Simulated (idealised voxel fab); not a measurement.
voxel self aligned vias: a process module
The width of the displayed cross-section, cut, is 205 nm; its cells are square, with a size of 5 nm.
Just so we're on the same page, the cross-sections are grids of square cells, and they're listed out in bands top to bottom, each band one or more rows deep.
It is stipulated that each band's entry specify, in nanometres, the height of the top of the band and then that of its bottom, followed by the materials of the band in left-to-right sequence, each together with its width in nanometres. A single material marked by the word "everywhere" is understood to fill the band from edge to edge; the word "blank" is understood to denote empty space.
For the purposes of this specification, 0 denotes the height below which the wafer in its as-received condition is composed wholly of one material, and the lowermost band, lacking a lower limit, extends downward without end, as expressed in "top 0, no bottom".
Note: "30->40" means the width goes from the first number (top row of the band) to the second number (bottom row) in equal steps per row of cells.
What does "nothing different" mean for a step? It means no cell of the cross-section changed in that step.
What "Closed void entries" gives you is every empty space of 8 cells or more that is cut off from the top. Each appears as width x height at distance, with the distance taken from the left edge and width, height and distance all in nm.
Read whatever lies past the settings on a step's line as the simulator's own remark about the step.
overlay nm: for a step with a mask, the amount by which the mask lay right of where it was planned; a negative amount means left of it.
The process steps that were planned are listed below
1: RECEIVE | material Si
2: CONFORMAL_DEP | material SiO2 | thk nm 10
3: CONFORMAL_DEP | material SiCN | thk nm 5
4: DIRECTIONAL_DEP | material lowk | thk nm 30
5: PATTERN | tone open | mask id LINES | material resist | width nm 20 | pitch nm 55 | thk nm 15 | overlay nm 0
6: DIRECTIONAL_ETCH | etch materials lowk | depth nm 30
7: STRIP | etch materials resist
8: CONFORMAL_DEP | material TiN | thk nm 5
9: FILL_DEP | material W | thk nm 5
10: CMP | height nm 45
11: SELECTIVE_ETCH | etch materials W Ru TiN | depth nm 10
12: FILL_DEP | material SiN | thk nm 10
13: CMP | height nm 45
14: DIRECTIONAL_DEP | material lowk | thk nm 20
15: DIRECTIONAL_DEP | material aC | thk nm 10
16: PATTERN | tone open | mask id VIAS | material resist | width nm 30 | pitch nm 55 | thk nm 30 | overlay nm 0
17: DIRECTIONAL_ETCH | etch materials aC | depth nm 10
18: STRIP | etch materials resist
19: DIRECTIONAL_ETCH | etch materials lowk | depth nm 20
20: DIRECTIONAL_ETCH | etch materials SiN | depth nm 10
21: STRIP | etch materials aC
22: CONFORMAL_DEP | material TiN | thk nm 5
23: FILL_DEP | material Ru | thk nm 5
24: CMP | height nm 65
25: CONFORMAL_DEP | material SiCN | thk nm 5
Below: the first of two wafers, run as planned
Received-state cross-section, reflecting completion of step 1
> top 0, no bottom: Si everywhere
> Closed void entries: none
Presented here is a cross-section of the wafer after step 2 has been performed
> top 10, bottom 0: SiO2 everywhere
> Whatever lies below 0 is exactly as it was before.
Presented here is a cross-section of the wafer after step 3 has been performed
> top 15, bottom 10: SiCN everywhere
> Whatever lies below 10 is exactly as it was before.
Presented here is a cross-section of the wafer after step 4 has been performed
> top 45, bottom 15: lowk everywhere
> Whatever lies below 15 is exactly as it was before.
Presented here is a cross-section of the wafer after step 5 has been performed
> top 60, bottom 45: resist=35; blank=20; resist=35; blank=20; resist=35; blank=20; resist=40
> Whatever lies below 45 is exactly as it was before.
Presented here is a cross-section of the wafer after step 6 has been performed
> top 60, bottom 45: resist=35; blank=20; resist=35; blank=20; resist=35; blank=20; resist=40
> top 45, bottom 15: lowk=35; blank=20; lowk=35; blank=20; lowk=35; blank=20; lowk=40
> Whatever lies below 15 is exactly as it was before.
Presented here is a cross-section of the wafer after step 7 has been performed
> top 45, bottom 15: lowk=35; blank=20; lowk=35; blank=20; lowk=35; blank=20; lowk=40
> Whatever lies below 15 is exactly as it was before.
Presented here is a cross-section of the wafer after step 8 has been performed
> top 50, bottom 45: TiN=40; blank=10; TiN=45; blank=10; TiN=45; blank=10; TiN=45
> top 45, bottom 20: lowk=35; TiN=5; blank=10; TiN=5; lowk=35; TiN=5; blank=10; TiN=5; lowk=35; TiN=5; blank=10; TiN=5; lowk=40
> top 20, bottom 15: lowk=35; TiN=20; lowk=35; TiN=20; lowk=35; TiN=20; lowk=40
> Whatever lies below 15 is exactly as it was before.
Presented here is a cross-section of the wafer after step 9 has been performed
> top 55, bottom 50: W everywhere
> top 50, bottom 45: TiN=40; W=10; TiN=45; W=10; TiN=45; W=10; TiN=45
> top 45, bottom 20: lowk=35; TiN=5; W=10; TiN=5; lowk=35; TiN=5; W=10; TiN=5; lowk=35; TiN=5; W=10; TiN=5; lowk=40
> Whatever lies below 20 is exactly as it was before.
Presented here is a cross-section of the wafer after step 10 has been performed
> top 45, bottom 20: lowk=35; TiN=5; W=10; TiN=5; lowk=35; TiN=5; W=10; TiN=5; lowk=35; TiN=5; W=10; TiN=5; lowk=40
> Whatever lies below 20 is exactly as it was before.
Presented here is a cross-section of the wafer after step 11 has been performed
> top 45, bottom 35: lowk=35; blank=20; lowk=35; blank=20; lowk=35; blank=20; lowk=40
> Whatever lies below 35 is exactly as it was before.
Presented here is a cross-section of the wafer after step 12 has been performed
> top 55, bottom 45: SiN everywhere
> top 45, bottom 35: lowk=35; SiN=20; lowk=35; SiN=20; lowk=35; SiN=20; lowk=40
> Whatever lies below 35 is exactly as it was before.
Presented here is a cross-section of the wafer after step 13 has been performed
> top 45, bottom 35: lowk=35; SiN=20; lowk=35; SiN=20; lowk=35; SiN=20; lowk=40
> Whatever lies below 35 is exactly as it was before.
Presented here is a cross-section of the wafer after step 14 has been performed
> top 65, bottom 45: lowk everywhere
> Whatever lies below 45 is exactly as it was before.
Presented here is a cross-section of the wafer after step 15 has been performed
> top 75, bottom 65: aC everywhere
> Whatever lies below 65 is exactly as it was before.
Presented here is a cross-section of the wafer after step 16 has been performed
> top 105, bottom 75: resist=30; blank=30; resist=25; blank=30; resist=25; blank=30; resist=35
> Whatever lies below 75 is exactly as it was before.
Presented here is a cross-section of the wafer after step 17 has been performed
> top 95, bottom 75: resist=30; blank=30; resist=25; blank=30; resist=25; blank=30; resist=35
> top 75, bottom 65: aC=30; blank=30; aC=25; blank=30; aC=25; blank=30; aC=35
> Whatever lies below 65 is exactly as it was before.
Presented here is a cross-section of the wafer after step 18 has been performed
> top 75, bottom 65: aC=30; blank=30; aC=25; blank=30; aC=25; blank=30; aC=35
> Whatever lies below 65 is exactly as it was before.
Presented here is a cross-section of the wafer after step 19 has been performed
> top 75, bottom 65: aC=30; blank=30; aC=25; blank=30; aC=25; blank=30; aC=35
> top 65, bottom 45: lowk=30; blank=30; lowk=25; blank=30; lowk=25; blank=30; lowk=35
> Whatever lies below 45 is exactly as it was before.
Presented here is a cross-section of the wafer after step 20 has been performed
> top 75, bottom 65: aC=30; blank=30; aC=25; blank=30; aC=25; blank=30; aC=35
> top 65, bottom 45: lowk=30; blank=30; lowk=25; blank=30; lowk=25; blank=30; lowk=35
> top 45, bottom 35: lowk=35; blank=20; lowk=35; blank=20; lowk=35; blank=20; lowk=40
> Whatever lies below 35 is exactly as it was before.
Presented here is a cross-section of the wafer after step 21 has been performed
> top 65, bottom 45: lowk=30; blank=30; lowk=25; blank=30; lowk=25; blank=30; lowk=35
> Whatever lies below 45 is exactly as it was before.
Presented here is a cross-section of the wafer after step 22 has been performed
> top 70, bottom 65: TiN=35; blank=20; TiN=35; blank=20; TiN=35; blank=20; TiN=40
> top 65, bottom 50: lowk=30; TiN=5; blank=20; TiN=5; lowk=25; TiN=5; blank=20; TiN=5; lowk=25; TiN=5; blank=20; TiN=5; lowk=35
> top 50, bottom 40: lowk=30->35; TiN=10->5; blank=10; TiN=10->5; lowk=25->35; TiN=10->5; blank=10; TiN=10->5; lowk=25->35; TiN=10->5; blank=10; TiN=10->5; lowk=35->40
> top 40, bottom 35: lowk=35; TiN=20; lowk=35; TiN=20; lowk=35; TiN=20; lowk=40
> Whatever lies below 35 is exactly as it was before.
Presented here is a cross-section of the wafer after step 23 has been performed
> top 75, bottom 70: Ru everywhere
> top 70, bottom 65: TiN=35; Ru=20; TiN=35; Ru=20; TiN=35; Ru=20; TiN=40
> top 65, bottom 50: lowk=30; TiN=5; Ru=20; TiN=5; lowk=25; TiN=5; Ru=20; TiN=5; lowk=25; TiN=5; Ru=20; TiN=5; lowk=35
> top 50, bottom 40: lowk=30->35; TiN=10->5; Ru=10; TiN=10->5; lowk=25->35; TiN=10->5; Ru=10; TiN=10->5; lowk=25->35; TiN=10->5; Ru=10; TiN=10->5; lowk=35->40
> Whatever lies below 40 is exactly as it was before.
Presented here is a cross-section of the wafer after step 24 has been performed
> top 65, bottom 50: lowk=30; TiN=5; Ru=20; TiN=5; lowk=25; TiN=5; Ru=20; TiN=5; lowk=25; TiN=5; Ru=20; TiN=5; lowk=35
> Whatever lies below 50 is exactly as it was before.
Presented here is a cross-section of the wafer after step 25 has been performed
> top 70, bottom 65: SiCN everywhere
> Whatever lies below 65 is exactly as it was before.
Wafer two of the pair: same origin, same plan, one error during the run; identical to wafer one up to and including step 4
At the planned end of step 5, the second wafer in cross-section
> top 60, bottom 45: resist=40; blank=15; resist=40; blank=15; resist=40; blank=15; resist=40
> Whatever lies below 45 is exactly as it was before.
At the planned end of step 6, the second wafer in cross-section
> top 60, bottom 45: resist=40; blank=15; resist=40; blank=15; resist=40; blank=15; resist=40
> top 45, bottom 15: lowk=40; blank=15; lowk=40; blank=15; lowk=40; blank=15; lowk=40
> Whatever lies below 15 is exactly as it was before.
At the planned end of step 7, the second wafer in cross-section
> top 45, bottom 15: lowk=40; blank=15; lowk=40; blank=15; lowk=40; blank=15; lowk=40
> Whatever lies below 15 is exactly as it was before.
At the planned end of step 8, the second wafer in cross-section
> top 50, bottom 45: TiN=45; blank=5; TiN=50; blank=5; TiN=50; blank=5; TiN=45
> top 45, bottom 20: lowk=40; TiN=5; blank=5; TiN=5; lowk=40; TiN=5; blank=5; TiN=5; lowk=40; TiN=5; blank=5; TiN=5; lowk=40
> top 20, bottom 15: lowk=40; TiN=15; lowk=40; TiN=15; lowk=40; TiN=15; lowk=40
> Whatever lies below 15 is exactly as it was before.
At the planned end of step 9, the second wafer in cross-section
> top 55, bottom 50: W everywhere
> top 50, bottom 45: TiN=45; W=5; TiN=50; W=5; TiN=50; W=5; TiN=45
> top 45, bottom 20: lowk=40; TiN=5; W=5; TiN=5; lowk=40; TiN=5; W=5; TiN=5; lowk=40; TiN=5; W=5; TiN=5; lowk=40
> Whatever lies below 20 is exactly as it was before.
At the planned end of step 10, the second wafer in cross-section
> top 45, bottom 20: lowk=40; TiN=5; W=5; TiN=5; lowk=40; TiN=5; W=5; TiN=5; lowk=40; TiN=5; W=5; TiN=5; lowk=40
> Whatever lies below 20 is exactly as it was before.
At the planned end of step 11, the second wafer in cross-section
> top 45, bottom 35: lowk=40; blank=15; lowk=40; blank=15; lowk=40; blank=15; lowk=40
> Whatever lies below 35 is exactly as it was before.
At the planned end of step 12, the second wafer in cross-section
> top 55, bottom 45: SiN everywhere
> top 45, bottom 35: lowk=40; SiN=15; lowk=40; SiN=15; lowk=40; SiN=15; lowk=40
> Whatever lies below 35 is exactly as it was before.
At the planned end of step 13, the second wafer in cross-section
> top 45, bottom 35: lowk=40; SiN=15; lowk=40; SiN=15; lowk=40; SiN=15; lowk=40
> Whatever lies below 35 is exactly as it was before.
At the planned end of step 14, the second wafer in cross-section
> top 65, bottom 45: lowk everywhere
> Whatever lies below 45 is exactly as it was before.
At the planned end of step 15, the second wafer in cross-section
> top 75, bottom 65: aC everywhere
> Whatever lies below 65 is exactly as it was before.
At the planned end of step 16, the second wafer in cross-section
> top 105, bottom 75: resist=30; blank=30; resist=25; blank=30; resist=25; blank=30; resist=35
> Whatever lies below 75 is exactly as it was before.
At the planned end of step 17, the second wafer in cross-section
> top 95, bottom 75: resist=30; blank=30; resist=25; blank=30; resist=25; blank=30; resist=35
> top 75, bottom 65: aC=30; blank=30; aC=25; blank=30; aC=25; blank=30; aC=35
> Whatever lies below 65 is exactly as it was before.
At the planned end of step 18, the second wafer in cross-section
> top 75, bottom 65: aC=30; blank=30; aC=25; blank=30; aC=25; blank=30; aC=35
> Whatever lies below 65 is exactly as it was before.
At the planned end of step 19, the second wafer in cross-section
> top 75, bottom 65: aC=30; blank=30; aC=25; blank=30; aC=25; blank=30; aC=35
> top 65, bottom 45: lowk=30; blank=30; lowk=25; blank=30; lowk=25; blank=30; lowk=35
> Whatever lies below 45 is exactly as it was before.
At the planned end of step 20, the second wafer in cross-section
> top 75, bottom 65: aC=30; blank=30; aC=25; blank=30; aC=25; blank=30; aC=35
> top 65, bottom 45: lowk=30; blank=30; lowk=25; blank=30; lowk=25; blank=30; lowk=35
> top 45, bottom 35: lowk=40; blank=15; lowk=40; blank=15; lowk=40; blank=15; lowk=40
> Whatever lies below 35 is exactly as it was before.
At the planned end of step 21, the second wafer in cross-section
> top 65, bottom 45: lowk=30; blank=30; lowk=25; blank=30; lowk=25; blank=30; lowk=35
> Whatever lies below 45 is exactly as it was before.
At the planned end of step 22, the second wafer in cross-section
> top 70, bottom 65: TiN=35; blank=20; TiN=35; blank=20; TiN=35; blank=20; TiN=40
> top 65, bottom 50: lowk=30; TiN=5; blank=20; TiN=5; lowk=25; TiN=5; blank=20; TiN=5; lowk=25; TiN=5; blank=20; TiN=5; lowk=35
> top 50, bottom 40: lowk=30->40; TiN=15->5; blank=5; TiN=10->5; lowk=25->40; TiN=15->5; blank=5; TiN=10->5; lowk=25->40; TiN=15->5; blank=5; TiN=10->5; lowk=35->40
> top 40, bottom 35: lowk=40; TiN=15; lowk=40; TiN=15; lowk=40; TiN=15; lowk=40
> Whatever lies below 35 is exactly as it was before.
At the planned end of step 23, the second wafer in cross-section
> top 75, bottom 70: Ru everywhere
> top 70, bottom 65: TiN=35; Ru=20; TiN=35; Ru=20; TiN=35; Ru=20; TiN=40
> top 65, bottom 50: lowk=30; TiN=5; Ru=20; TiN=5; lowk=25; TiN=5; Ru=20; TiN=5; lowk=25; TiN=5; Ru=20; TiN=5; lowk=35
> top 50, bottom 40: lowk=30->40; TiN=15->5; Ru=5; TiN=10->5; lowk=25->40; TiN=15->5; Ru=5; TiN=10->5; lowk=25->40; TiN=15->5; Ru=5; TiN=10->5; lowk=35->40
> Whatever lies below 40 is exactly as it was before.
At the planned end of step 24, the second wafer in cross-section
> top 65, bottom 50: lowk=30; TiN=5; Ru=20; TiN=5; lowk=25; TiN=5; Ru=20; TiN=5; lowk=25; TiN=5; Ru=20; TiN=5; lowk=35
> Whatever lies below 50 is exactly as it was before.
At the planned end of step 25, the second wafer in cross-section
> top 70, bottom 65: SiCN everywhere
> Whatever lies below 65 is exactly as it was before.
Want to know what went wrong? step 5 off recipe, ran as PATTERN | tone open | mask id LINES | material resist | width nm 15 | pitch nm 55 | thk nm 15 | overlay nm 0
Upon completion, the second wafer contains, in terms of cells, a greater or smaller amount of certain materials than the first wafer: 6 fewer of Ru; 3 fewer of TiN; 9 fewer of W; 18 more of lowk
